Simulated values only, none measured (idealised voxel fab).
The following is a process module called voxel transistor to metal.
The cross-section on display is named cut; it measures 150 nm wide, and its cells are 5 nm squares.
Think of the cross-section as a grid of square cells. We describe it in bands, top to bottom, and each band covers one or more rows of those cells.
Look at the band entry: it leads with the top's height and the bottom's height in nm. Then it lists the materials left to right, with a width in nm for each. The word "everywhere" on a single material says that material fills the band edge to edge. The word "blank" is empty space.
We count height from 0. Below that, the starting wafer is all one material. The lowest band never ends at the bottom but goes on down; see "0 down" for how that is written.
Graded width ("30..40"): value in top row of band = first number; value in bottom row = second number; row-to-row change constant.
Take "nothing was modified" at face value: in the step it is given for, the cross-section changed in none of its cells.
Look at "Enclosed cavities" for the closed voids: empty spaces with no open path to the top, sized 8 cells or up. Each is width x height at distance, distance from the left edge, all nm.
Whatever follows a step's settings on its line is a remark the simulator itself makes about that step.
Regarding "overlay nm": on a step with a mask, it is the distance the mask lay to the right of its planned place; a negative value places it to the left.

# These are the steps we planned for the process
- 1: RECEIVE [material Si]
- 2: CONFORMAL_DEP [material SiO2] [thk nm 5]
- 3: CONFORMAL_DEP [material SiN] [thk nm 15]
- 4: MASKED_ETCH [tone cover] [mask id ACTIVE] [width nm 105] [etch materials SiN] [depth nm 15] [overlay nm 0]
- 5: MASKED_ETCH [tone cover] [mask id ACTIVE] [width nm 105] [etch materials SiO2] [depth nm 5] [overlay nm 0]
- 6: MASKED_ETCH [tone cover] [mask id ACTIVE] [width nm 105] [etch materials Si] [depth nm 30] [overlay nm 0]
- 7: FILL_DEP [material SiO2] [thk nm 10]
- 8: CMP [height nm 20]
- 9: SELECTIVE_ETCH [etch materials SiO2] [depth nm 10]
- 10: STRIP [etch materials SiN]
- 11: SELECTIVE_ETCH [etch materials SiO2] [depth nm 5]
- 12: OXIDIZE [depth nm 5]
- 13: DIRECTIONAL_DEP [material polySi] [thk nm 20]
- 14: DIRECTIONAL_DEP [material SiCN] [thk nm 10]
- 15: MASKED_ETCH [tone cover] [mask id GATE] [width nm 25] [etch materials SiCN] [depth nm 20] [overlay nm 0]
- 16: MASKED_ETCH [tone cover] [mask id GATE] [width nm 25] [etch materials polySi] [depth nm 30] [overlay nm 0]
- 17: CONFORMAL_DEP [material SiN] [thk nm 5]
- 18: DIRECTIONAL_ETCH [etch materials SiN] [depth nm 5]
- 19: DIRECTIONAL_ETCH [etch materials SiO2] [depth nm 5]
- 20: EPI [material nSi] [thk nm 5]
- 21: FILL_DEP [material SiO2] [thk nm 10]
- 22: CMP [height nm 30]
- 23: DIRECTIONAL_DEP [material SiO2] [thk nm 10]
- 24: MASKED_ETCH [tone open] [mask id CONTACT] [width nm 15] [pitch nm 80] [etch materials SiO2] [depth nm 40] [overlay nm 0]
- 25: CONFORMAL_DEP [material TiN] [thk nm 5]
- 26: FILL_DEP [material W] [thk nm 10]
- 27: CMP [height nm 40]
- 28: CONFORMAL_DEP [material SiCN] [thk nm 5]
- 29: DIRECTIONAL_DEP [material SiO2] [thk nm 15]
- 30: MASKED_ETCH [tone open] [mask id METAL_1] [width nm 15] [pitch nm 80] [etch materials SiO2] [depth nm 15] [overlay nm 0]
- 31: MASKED_ETCH [tone open] [mask id METAL_1] [width nm 15] [pitch nm 80] [etch materials SiCN] [depth nm 5] [overlay nm 0]
- 32: CONFORMAL_DEP [material TiN] [thk nm 5]
- 33: FILL_DEP [material Cu] [thk nm 10]
- 34: CMP [height nm 60]
- 35: CONFORMAL_DEP [material SiCN] [thk nm 5]
- 36: DIRECTIONAL_DEP [material SiO2] [thk nm 25]
- 37: MASKED_ETCH [tone open] [mask id METAL_2] [width nm 15] [pitch nm 80] [etch materials SiO2] [depth nm 15] [overlay nm 0]
- 38: MASKED_ETCH [tone open] [mask id METAL_2_HOLES] [width nm 15] [pitch nm 80] [etch materials SiO2] [depth nm 10] [overlay nm 0]
- 39: MASKED_ETCH [tone open] [mask id METAL_2_HOLES] [width nm 15] [pitch nm 80] [etch materials SiCN] [depth nm 5] [overlay nm 0]
- 40: CONFORMAL_DEP [material TiN] [thk nm 5]
- 41: FILL_DEP [material Ru] [thk nm 10]
- 42: CMP [height nm 90]
- 43: CONFORMAL_DEP [material SiN] [thk nm 5]

# Wafer cross-section on receipt, i.e. after step 1
0 down = Si everywhere
Enclosed cavities: none

# Cross-section taken at module completion on the first of two wafers; processed per the plan
95 to 90 = SiN everywhere
90 to 65 = 25 SiO2  5 TiN  5 Ru  5 TiN  65 SiO2  5 TiN  5 Ru  5 TiN  30 SiO2
65 to 60 = 25 SiCN  15 TiN  65 SiCN  15 TiN  30 SiCN
60 to 45 = 25 SiO2  5 TiN  5 Cu  5 TiN  65 SiO2  5 TiN  5 Cu  5 TiN  30 SiO2
45 to 40 = 25 SiCN  15 TiN  65 SiCN  15 TiN  30 SiCN
40 to 30 = 25 SiO2  5 TiN  5 W  5 TiN  65 SiO2  5 TiN  5 W  5 TiN  30 SiO2
30 to 20 = 25 SiO2  5 TiN  5 W  5 TiN  15 SiO2  5 SiN  25 SiCN  5 SiN  15 SiO2  5 TiN  5 W  5 TiN  30 SiO2
20 to 5 = 25 SiO2  5 TiN  5 W  5 TiN  15 SiO2  5 SiN  25 polySi  5 SiN  15 SiO2  5 TiN  5 W  5 TiN  30 SiO2
5 to 0 = 15 SiO2  5 SiN  5 SiO2  15 TiN  15 SiO2  5 SiN  25 polySi  5 SiN  15 SiO2  15 TiN  5 SiO2  5 SiN  20 SiO2
0 to -5 = 20 SiO2  35 nSi  35 SiO2  35 nSi  25 SiO2
-5 to -30 = 20 SiO2  105 Si  25 SiO2
-30 down = Si everywhere
Enclosed cavities: none

# Module end: cross-section of wafer two of two. Same start and process plan as the first wafer. One mistake during execution
95 to 90 = SiN everywhere
90 to 65 = 25 SiO2  5 TiN  5 Ru  5 TiN  65 SiO2  5 TiN  5 Ru  5 TiN  30 SiO2
65 to 55 = 25 SiCN  15 TiN  65 SiCN  15 TiN  30 SiCN
55 to 45 = W everywhere
45 to 40 = 30 TiN  5 W  75 TiN  5 W  35 TiN
40 to 30 = 25 SiO2  5 TiN  5 W  5 TiN  65 SiO2  5 TiN  5 W  5 TiN  30 SiO2
30 to 20 = 25 SiO2  5 TiN  5 W  5 TiN  15 SiO2  5 SiN  25 SiCN  5 SiN  15 SiO2  5 TiN  5 W  5 TiN  30 SiO2
20 to 5 = 25 SiO2  5 TiN  5 W  5 TiN  15 SiO2  5 SiN  25 polySi  5 SiN  15 SiO2  5 TiN  5 W  5 TiN  30 SiO2
5 to 0 = 15 SiO2  5 SiN  5 SiO2  15 TiN  15 SiO2  5 SiN  25 polySi  5 SiN  15 SiO2  15 TiN  5 SiO2  5 SiN  20 SiO2
0 to -5 = 20 SiO2  35 nSi  35 SiO2  35 nSi  25 SiO2
-5 to -30 = 20 SiO2  105 Si  25 SiO2
-30 down = Si everywhere
Enclosed cavities: none
Deviation from plan: step 27 of the plan got skipped, so it never ran
In the final state, the cell counts of the second wafer exceed or fall short of those of the first for the following materials: -6 Cu | -72 SiO2 | +16 TiN | +62 W
